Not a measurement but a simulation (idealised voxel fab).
This is a process module. Its name is voxel gate over fins.
Square cell edge 5 nm, section width 250 nm, ID cut.
Heads up, the way a cross-section reads in here is a grid of square cells, handed over as bands from the top down, with every band being one or more rows of cells.
This entry defines a band. It first specifies the height of the band's top and the height of its bottom in nm, and then specifies the band's materials from left to right, stating each material with its width in nm. The word "edge to edge" identifies a single material that fills the band from edge to edge, while the word "empty" identifies empty space.
Heights are expressed relative to 0, this being the level below which the as-received wafer comprises one material exclusively. The lowest band is unbounded in the downward direction and is denoted as in "top 0, no bottom".
The expression "30 to 40" gives the width at the extremes of the band, the first number at its top row of cells and the second at its bottom row, with the width changing by equal amounts from each row to the next in between.
Step marked "no change occurred"? Then no cell in the cross-section changed in it.
"Enclosed cavities" specifies each empty space that is not open to the top and that occupies no fewer than 8 cells, using the form width x height at distance, the distance measured from the left edge and all three quantities in nm.
Whatever follows a step's settings on its line is a remark the simulator itself makes about that step.
A step line may carry the setting "overlay nm", which, for steps involving a mask, states the distance by which the mask lay to the right of its intended position; negative values denote displacement to the left.

### Process steps (planned)
1. op RECEIVE | material Si
2. op CONFORMAL_DEP | material SiN | thk nm 5
3. op PATTERN | tone cover | mask id FINS | material resist | width nm 15 | pitch nm 35 | thk nm 15 | overlay nm 0
4. op DIRECTIONAL_ETCH | etch materials SiN | depth nm 5
5. op DIRECTIONAL_ETCH | etch materials Si | depth nm 40
6. op STRIP | etch materials resist
7. op FILL_DEP | material SiO2 | thk nm 15
8. op CMP | height nm 5
9. op SELECTIVE_ETCH | etch materials SiO2 | depth nm 15
10. op STRIP | etch materials SiN
11. op CONFORMAL_DEP | material HfO2 | thk nm 5
12. op CONFORMAL_DEP | material TiN | thk nm 5
13. op FILL_DEP | material W | thk nm 10
14. op CMP | height nm 15
15. op CONFORMAL_DEP | material SiCN | thk nm 5

### Concerning the first of two wafers, which was run in accordance with the plan

### The cross-section here shows the wafer as received, i.e. in its state after step 1
> top 0, no bottom  Si edge to edge
> Enclosed cavities: none

### The following cross-section depicts the wafer upon completion of step 2
> top 5, bottom 0  SiN edge to edge
> Everything below 0 is unchanged.

### The following cross-section depicts the wafer upon completion of step 3
> top 20, bottom 5  empty (80)  resist (15)  empty (20)  resist (15)  empty (20)  resist (15)  empty (85)
> Everything below 5 is unchanged.

### The following cross-section depicts the wafer upon completion of step 4
> top 20, bottom 5  empty (80)  resist (15)  empty (20)  resist (15)  empty (20)  resist (15)  empty (85)
> top 5, bottom 0  empty (80)  SiN (15)  empty (20)  SiN (15)  empty (20)  SiN (15)  empty (85)
> Everything below 0 is unchanged.

### The following cross-section depicts the wafer upon completion of step 5
> top 20, bottom 5  empty (80)  resist (15)  empty (20)  resist (15)  empty (20)  resist (15)  empty (85)
> top 5, bottom 0  empty (80)  SiN (15)  empty (20)  SiN (15)  empty (20)  SiN (15)  empty (85)
> top 0, bottom -40  empty (80)  Si (15)  empty (20)  Si (15)  empty (20)  Si (15)  empty (85)
> Everything below -40 is unchanged.

### The following cross-section depicts the wafer upon completion of step 6
> top 5, bottom 0  empty (80)  SiN (15)  empty (20)  SiN (15)  empty (20)  SiN (15)  empty (85)
> Everything below 0 is unchanged.

### The following cross-section depicts the wafer upon completion of step 7
> top 20, bottom 5  SiO2 edge to edge
> top 5, bottom 0  SiO2 (80)  SiN (15)  SiO2 (20)  SiN (15)  SiO2 (20)  SiN (15)  SiO2 (85)
> top 0, bottom -40  SiO2 (80)  Si (15)  SiO2 (20)  Si (15)  SiO2 (20)  Si (15)  SiO2 (85)
> Everything below -40 is unchanged.

### The following cross-section depicts the wafer upon completion of step 8
> top 5, bottom 0  SiO2 (80)  SiN (15)  SiO2 (20)  SiN (15)  SiO2 (20)  SiN (15)  SiO2 (85)
> Everything below 0 is unchanged.

### The following cross-section depicts the wafer upon completion of step 9
> top 5, bottom 0  empty (80)  SiN (15)  empty (20)  SiN (15)  empty (20)  SiN (15)  empty (85)
> top 0, bottom -10  empty (80)  Si (15)  empty (20)  Si (15)  empty (20)  Si (15)  empty (85)
> Everything below -10 is unchanged.

### The following cross-section depicts the wafer upon completion of step 10
> top 0, bottom -10  empty (80)  Si (15)  empty (20)  Si (15)  empty (20)  Si (15)  empty (85)
> Everything below -10 is unchanged.

### The following cross-section depicts the wafer upon completion of step 11
> top 5, bottom 0  empty (75)  HfO2 (25)  empty (10)  HfO2 (25)  empty (10)  HfO2 (25)  empty (80)
> top 0, bottom -5  empty (75)  HfO2 (5)  Si (15)  HfO2 (5)  empty (10)  HfO2 (5)  Si (15)  HfO2 (5)  empty (10)  HfO2 (5)  Si (15)  HfO2 (5)  empty (80)
> top -5, bottom -10  HfO2 (80)  Si (15)  HfO2 (20)  Si (15)  HfO2 (20)  Si (15)  HfO2 (85)
> Everything below -10 is unchanged.

### The following cross-section depicts the wafer upon completion of step 12
> top 10, bottom 5  empty (70)  TiN (105)  empty (75)
> top 5, bottom 0  empty (70)  TiN (5)  HfO2 (25)  TiN (10)  HfO2 (25)  TiN (10)  HfO2 (25)  TiN (5)  empty (75)
> top 0, bottom -5  TiN (75)  HfO2 (5)  Si (15)  HfO2 (5)  TiN (10)  HfO2 (5)  Si (15)  HfO2 (5)  TiN (10)  HfO2 (5)  Si (15)  HfO2 (5)  TiN (80)
> Everything below -5 is unchanged.

### The following cross-section depicts the wafer upon completion of step 13
> top 20, bottom 10  W edge to edge
> top 10, bottom 5  W (70)  TiN (105)  W (75)
> top 5, bottom 0  W (70)  TiN (5)  HfO2 (25)  TiN (10)  HfO2 (25)  TiN (10)  HfO2 (25)  TiN (5)  W (75)
> Everything below 0 is unchanged.

### The following cross-section depicts the wafer upon completion of step 14
> top 15, bottom 10  W edge to edge
> Everything below 10 is unchanged.

### The following cross-section depicts the wafer upon completion of step 15
> top 20, bottom 15  SiCN edge to edge
> Everything below 15 is unchanged.

### Second wafer: same start and same plan as the first, one execution error; identical to the first through step 10

### Cross-section of the second wafer at the time step 11 of the plan should have ended
> top 5, bottom 0  empty (75)  TiN (25)  empty (10)  TiN (25)  empty (10)  TiN (25)  empty (80)
> top 0, bottom -5  empty (75)  TiN (5)  Si (15)  TiN (5)  empty (10)  TiN (5)  Si (15)  TiN (5)  empty (10)  TiN (5)  Si (15)  TiN (5)  empty (80)
> top -5, bottom -10  TiN (80)  Si (15)  TiN (20)  Si (15)  TiN (20)  Si (15)  TiN (85)
> Everything below -10 is unchanged.

### Cross-section of the second wafer at the time step 12 of the plan should have ended
> top 10, bottom 0  empty (70)  TiN (105)  empty (75)
> top 0, bottom -10  TiN (80)  Si (15)  TiN (20)  Si (15)  TiN (20)  Si (15)  TiN (85)
> Everything below -10 is unchanged.

### Cross-section of the second wafer at the time step 13 of the plan should have ended
> top 20, bottom 10  W edge to edge
> top 10, bottom 0  W (70)  TiN (105)  W (75)
> Everything below 0 is unchanged.

### Cross-section of the second wafer at the time step 14 of the plan should have ended
> top 15, bottom 10  W edge to edge
> Everything below 10 is unchanged.

### Cross-section of the second wafer at the time step 15 of the plan should have ended
> top 20, bottom 15  SiCN edge to edge
> Everything below 15 is unchanged.
The plan and the run diverged here: in deviation from the planned setting, step 11 was conducted as op CONFORMAL_DEP | material TiN | thk nm 5
Counted in cells at the end, the second wafer holds more or fewer of these materials than the first: -62 HfO2, +62 TiN
